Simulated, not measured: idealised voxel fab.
This is a process module. Its name is voxel double patterning.
Cross-section cut: width 165 nm, square cells of 5 nm.
Each cross-section below is a grid of square cells, stated as bands in top-down order, with one or more rows of cells making up each band. Per band: top height and bottom height in nm, followed by the left-to-right materials and their widths in nm; "everywhere" marks a single material spanning edge to edge, "blank" marks empty space. Heights are expressed relative to 0, this being the level below which the as-received wafer comprises one material exclusively. The lowest band is unbounded in the downward direction and is denoted as in "from 0 down". A width given as "30 to 40" starts at the first number in the band's top row and ends at the second number in its bottom row, shifting by an equal amount at every step from row to row. You'll sometimes find "nothing changed" written for a step, and that's the way of saying that nowhere in the cross-section did a cell change during that step. Voids not open to the top, 8 cells minimum: see "Completely sealed voids". Written width x height at distance; distance is from the left edge; nm. On a step's line, text after the settings is the simulator commenting on that step. On any step carrying a mask, the "overlay nm" setting, if present on the step's line, tells how far right of its planned place the mask lay; negative values point to the left. Note on reading: below, each pair holds a cross-section from before one process step and one from after it; the one from after shows only down to the lowest band that changed. Beneath the pair, the step in between is stated along with its settings. The pairs can stem from different runs of this module on the same starting wafer. Where a pair's entry headed "Status before step" says so, and only there, that pair continues from the pair above it.

# Status before step
    from 50 to 35  SiO2 everywhere
    from 35 to 30  SiCN everywhere
    from 30 to 10  TiN everywhere
    from 10 to 0  SiO2 everywhere
    from 0 down  Si everywhere
    Completely sealed voids: none

# Step Outcome
    from 85 to 50  25 nm resist | 15 nm blank | 35 nm resist | 15 nm blank | 35 nm resist | 15 nm blank | 25 nm resist
    Rest of section, below 50: as before.
    Completely sealed voids: none
Between the two cross-sections shown above lies PATTERN [tone open] [mask id FIRST] [material resist] [width nm 15] [pitch nm 50] [thk nm 35] [overlay nm 0]

Status before step: this step begins from the cross-section that the pair just above shows after its step.

# Step Outcome
    from 70 to 50  25 nm resist | 15 nm blank | 35 nm resist | 15 nm blank | 35 nm resist | 15 nm blank | 25 nm resist
    Rest of section, below 50: as before.
    Completely sealed voids: none
Between the two cross-sections shown above lies DIRECTIONAL_ETCH [etch materials aC] [depth nm 15]

Status before step: this step begins from the cross-section that the pair just above shows after its step.

# Step Outcome
    from 50 to 35  SiO2 everywhere
    Rest of section, below 35: as before.
    Completely sealed voids: none
Between the two cross-sections shown above lies STRIP [etch materials resist]

Status before step: this step begins from the cross-section that the pair just above shows after its step.

# Step Outcome
    from 70 to 50  50 nm resist | 15 nm blank | 35 nm resist | 15 nm blank | 50 nm resist
    Rest of section, below 50: as before.
    Completely sealed voids: none
Between the two cross-sections shown above lies PATTERN [tone open] [mask id SECOND] [material resist] [width nm 15] [pitch nm 50] [thk nm 20] [overlay nm 0]

Status before step: this step begins from the cross-section that the pair just above shows after its step.

# Step Outcome
    from 50 to 35  SiO2 everywhere
    Rest of section, below 35: as before.
    Completely sealed voids: none
Between the two cross-sections shown above lies STRIP [etch materials resist]

# Status before step
    from 35 to 30  25 nm SiCN | 15 nm blank | 35 nm SiCN | 15 nm blank | 35 nm SiCN | 15 nm blank | 25 nm SiCN
    from 30 to 10  TiN everywhere
    from 10 to 0  SiO2 everywhere
    from 0 down  Si everywhere
    Completely sealed voids: none

# Step Outcome
    from 55 to 35  50 nm blank | 15 nm resist | 35 nm blank | 15 nm resist | 50 nm blank
    Rest of section, below 35: as before.
    Completely sealed voids: none
Between the two cross-sections shown above lies PATTERN [tone cover] [mask id SECOND] [material resist] [width nm 15] [pitch nm 50] [thk nm 20] [overlay nm 0]

Status before step: this step begins from the cross-section that the pair just above shows after its step.

# Step Outcome
    from 55 to 35  50 nm blank | 15 nm resist | 35 nm blank | 15 nm resist | 50 nm blank
    from 35 to 30  50 nm blank | 15 nm SiCN | 35 nm blank | 15 nm SiCN | 50 nm blank
    Rest of section, below 30: as before.
    Completely sealed voids: none
Between the two cross-sections shown above lies DIRECTIONAL_ETCH [etch materials SiCN] [depth nm 5]

Status before step: this step begins from the cross-section that the pair just above shows after its step.

# Step Outcome
    from 35 to 30  50 nm blank | 15 nm SiCN | 35 nm blank | 15 nm SiCN | 50 nm blank
    Rest of section, below 30: as before.
    Completely sealed voids: none
Between the two cross-sections shown above lies STRIP [etch materials resist]

Status before step: this step begins from the cross-section that the pair just above shows after its step.

# Step Outcome
    from 35 to 30  50 nm blank | 15 nm SiCN | 35 nm blank | 15 nm SiCN | 50 nm blank
    from 30 to 10  50 nm blank | 15 nm TiN | 35 nm blank | 15 nm TiN | 50 nm blank
    Rest of section, below 10: as before.
    Completely sealed voids: none
Between the two cross-sections shown above lies DIRECTIONAL_ETCH [etch materials TiN] [depth nm 20]

Status before step: this step begins from the cross-section that the pair just above shows after its step.

# Step Outcome
    from 30 to 10  50 nm blank | 15 nm TiN | 35 nm blank | 15 nm TiN | 50 nm blank
    Rest of section, below 10: as before.
    Completely sealed voids: none
Between the two cross-sections shown above lies STRIP [etch materials SiCN]
